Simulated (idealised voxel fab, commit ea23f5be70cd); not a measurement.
The name of this process module is voxel gate over fins.
The cross-section shown here is cut; it is 205 nm wide and divided into square cells measuring 5 nm on a side.
Just so we're on the same page, the cross-sections are grids of square cells, and they're listed out in bands top to bottom, each band one or more rows deep. This entry defines a band. It first specifies the height of the band's top and the height of its bottom in nm, and then specifies the band's materials from left to right, stating each material with its width in nm. The word "all across" identifies a single material that fills the band from edge to edge, while the word "empty" identifies empty space. Heights from 0 (as-received wafer is one material below). Bottom band endless downward, as "from 0 down". You'd read "30->40" like this: the band's top row of cells is as wide as the first number, its bottom row is as wide as the second, and going down, every row changes width by the same amount as the row before did. The cross-section has no changed cell in any step marked "no modifications". Closed empty spaces (no open way to the top) of 8 cells or more are what "Fully closed voids" lists, each as width x height at distance from the left edge, nm for all three. Anything after a step's settings on that line? It's the simulator's own note about the step. The optional step-line setting "overlay nm" applies to steps with a mask and quantifies how far to the right of its planned location the mask lay, a negative value indicating leftward placement.
Listed below are the process steps as planned:
1,RECEIVE, material Si
2,CONFORMAL_DEP, material SiN, thk nm 5
3,MASKED_ETCH, tone cover, mask id FINS, width nm 15, pitch nm 55, etch materials SiN, depth nm 5, overlay nm 0
4,MASKED_ETCH, tone cover, mask id FINS, width nm 15, pitch nm 55, etch materials Si, depth nm 35, overlay nm 0
5,OXIDIZE, depth nm 5
6,FILL_DEP, material SiO2, thk nm 10
7,CMP, height nm 5
8,DIRECTIONAL_DEP, material aC, thk nm 15
9,PATTERN, tone open, mask id RAIL, material resist, width nm 15, thk nm 35, overlay nm 0
10,DIRECTIONAL_ETCH, etch materials aC, depth nm 15
11,STRIP, etch materials resist
12,DIRECTIONAL_ETCH, etch materials SiO2, depth nm 35
13,STRIP, etch materials aC
14,CONFORMAL_DEP, material TiN, thk nm 5
15,FILL_DEP, material Ru, thk nm 5
16,CMP, height nm 5
17,SELECTIVE_ETCH, etch materials W Ru TiN, depth nm 30
18,FILL_DEP, material SiO2, thk nm 5
19,CMP, height nm 5
20,SELECTIVE_ETCH, etch materials SiO2, depth nm 20
21,STRIP, etch materials SiN
22,CONFORMAL_DEP, material HfO2, thk nm 5
23,CONFORMAL_DEP, material TiN, thk nm 5
24,FILL_DEP, material W, thk nm 15
25,CMP, height nm 20
26,CONFORMAL_DEP, material SiCN, thk nm 5
As-received wafer cross-section (after step 1):
  from 0 down: Si all across
  Fully closed voids: none
Cross-section: first of two wafers, module finished, run according to plan:
  from 25 to 20: SiCN all across
  from 20 to 10: W all across
  from 10 to 5: W 35; TiN 25; W 30; TiN 25; W 30; TiN 25; W 35
  from 5 to 0: W 35; TiN 5; HfO2 15; TiN 5; W 30; TiN 5; HfO2 15; TiN 5; W 30; TiN 5; HfO2 15; TiN 5; W 35
  from 0 to -5: W 35; TiN 5; HfO2 5; Si 5; HfO2 5; TiN 5; W 30; TiN 5; HfO2 5; Si 5; HfO2 5; TiN 5; W 30; TiN 5; HfO2 5; Si 5; HfO2 5; TiN 5; W 35
  from -5 to -10: TiN 40; HfO2 5; Si 5; HfO2 5; TiN 40; HfO2 5; Si 5; HfO2 5; TiN 40; HfO2 5; Si 5; HfO2 5; TiN 40
  from -10 to -15: HfO2 45; Si 5; HfO2 50; Si 5; HfO2 50; Si 5; HfO2 45
  from -15 to -25: SiO2 45; Si 5; SiO2 50; Si 5; SiO2 50; Si 5; SiO2 45
  from -25 to -30: SiO2 45; Si 5; SiO2 15; TiN 15; SiO2 20; Si 5; SiO2 50; Si 5; SiO2 45
  from -30 to -40: SiO2 45; Si 5; SiO2 50; Si 5; SiO2 50; Si 5; SiO2 45
  from -40 down: Si all across
  Fully closed voids: none
Wafer two, sectioned after the module: the first wafer's start, the first wafer's plan, and one mistake in how it was run:
  from 25 to 20: SiCN all across
  from 20 to 10: W all across
  from 10 to 5: W 35; TiN 25; W 30; TiN 25; W 30; TiN 25; W 35
  from 5 to 0: W 35; TiN 5; HfO2 15; TiN 5; W 30; TiN 5; HfO2 15; TiN 5; W 30; TiN 5; HfO2 15; TiN 5; W 35
  from 0 to -5: W 35; TiN 5; HfO2 5; Si 5; HfO2 5; TiN 5; W 30; TiN 5; HfO2 5; Si 5; HfO2 5; TiN 5; W 30; TiN 5; HfO2 5; Si 5; HfO2 5; TiN 5; W 35
  from -5 to -10: TiN 40; HfO2 5; Si 5; HfO2 5; TiN 40; HfO2 5; Si 5; HfO2 5; TiN 40; HfO2 5; Si 5; HfO2 5; TiN 40
  from -10 to -15: HfO2 45; Si 5; HfO2 50; Si 5; HfO2 50; Si 5; HfO2 45
  from -15 to -25: SiO2 45; Si 5; SiO2 50; Si 5; SiO2 50; Si 5; SiO2 45
  from -25 to -30: SiO2 45; Si 5; SiO2 15; TiN 15; SiO2 20; Si 5; SiO2 50; Si 5; SiO2 45
  from -30 to -75: SiO2 45; Si 5; SiO2 50; Si 5; SiO2 50; Si 5; SiO2 45
  from -75 down: Si all across
  Fully closed voids: none
The mistake made against the process plan was this: the plan had its step 4 run twice
Count the cells at the end and the second wafer has more or fewer of some materials than the first: Si: 266 fewer; SiO2: 266 more
